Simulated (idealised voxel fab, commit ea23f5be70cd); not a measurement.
Name of the process module below: voxel trench capacitor
The cross-section shown here is cut; it is 290 nm wide and divided into square cells measuring 5 nm on a side.
Each cross-section below is a grid of square cells, stated as bands in top-down order, with one or more rows of cells making up each band. Each band's line starts with the height of the band's top and of its bottom, in nm. Then come its materials from left to right, each with its width in nm. One material with "everywhere" fills the band from edge to edge. "air" is empty space. Heights are measured from 0, the level below which the as-received wafer is all one material; the lowest band has no bottom and continues downward, written as in "top 0, no bottom". Graded width ("30..40"): value in top row of band = first number; value in bottom row = second number; row-to-row change constant. Given "left unchanged" for a step, no cell of the cross-section differs between before and after that step. The entry titled "Enclosed cavity list" provides the empty spaces that have no open way to the top, restricted to those of 8 cells or more. Each is presented as width x height at distance, the distance being measured from the left edge, with all three in nm. Past the settings on a step's line: simulator remark, on that step. "overlay nm", when on a step's line for a step with a mask, measures how far to the right of its planned place the mask lay; a negative measure means to the left.

**Planned process steps**
| 1 | RECEIVE with material Si |
| 2 | CONFORMAL_DEP with material SiN, thk nm 5 |
| 3 | DIRECTIONAL_DEP with material aC, thk nm 10 |
| 4 | PATTERN with tone open, mask id TRENCH, material resist, width nm 25, pitch nm 50, thk nm 25, overlay nm 0 |
| 5 | DIRECTIONAL_ETCH with etch materials aC, depth nm 10 |
| 6 | STRIP with etch materials resist |
| 7 | DIRECTIONAL_ETCH with etch materials SiN, depth nm 5 |
| 8 | DIRECTIONAL_ETCH with etch materials Si, depth nm 30 |
| 9 | STRIP with etch materials aC |
| 10 | CONFORMAL_DEP with material SiO2, thk nm 5 |
| 11 | FILL_DEP with material polySi, thk nm 10 |
| 12 | CMP with height nm 5 |

**Delivered wafer in cross-section: state after step 1**
  top 0, no bottom | Si everywhere
  Enclosed cavity list: none

**Final cross-section, module run with one mistake (start and plan as above)**
  top 5, bottom 0 | SiN (55) | SiO2 (5) | polySi (15) | SiO2 (5) | SiN (25) | SiO2 (5) | polySi (15) | SiO2 (5) | SiN (25) | SiO2 (5) | polySi (15) | SiO2 (5) | SiN (25) | SiO2 (5) | polySi (15) | SiO2 (5) | SiN (60)
  top 0, bottom -55 | Si (55) | SiO2 (5) | polySi (15) | SiO2 (5) | Si (25) | SiO2 (5) | polySi (15) | SiO2 (5) | Si (25) | SiO2 (5) | polySi (15) | SiO2 (5) | Si (25) | SiO2 (5) | polySi (15) | SiO2 (5) | Si (60)
  top -55, bottom -60 | Si (55) | SiO2 (25) | Si (25) | SiO2 (25) | Si (25) | SiO2 (25) | Si (25) | SiO2 (25) | Si (60)
  top -60, no bottom | Si everywhere
  Enclosed cavity list: none
Diagnosis: plan step 8 ran twice
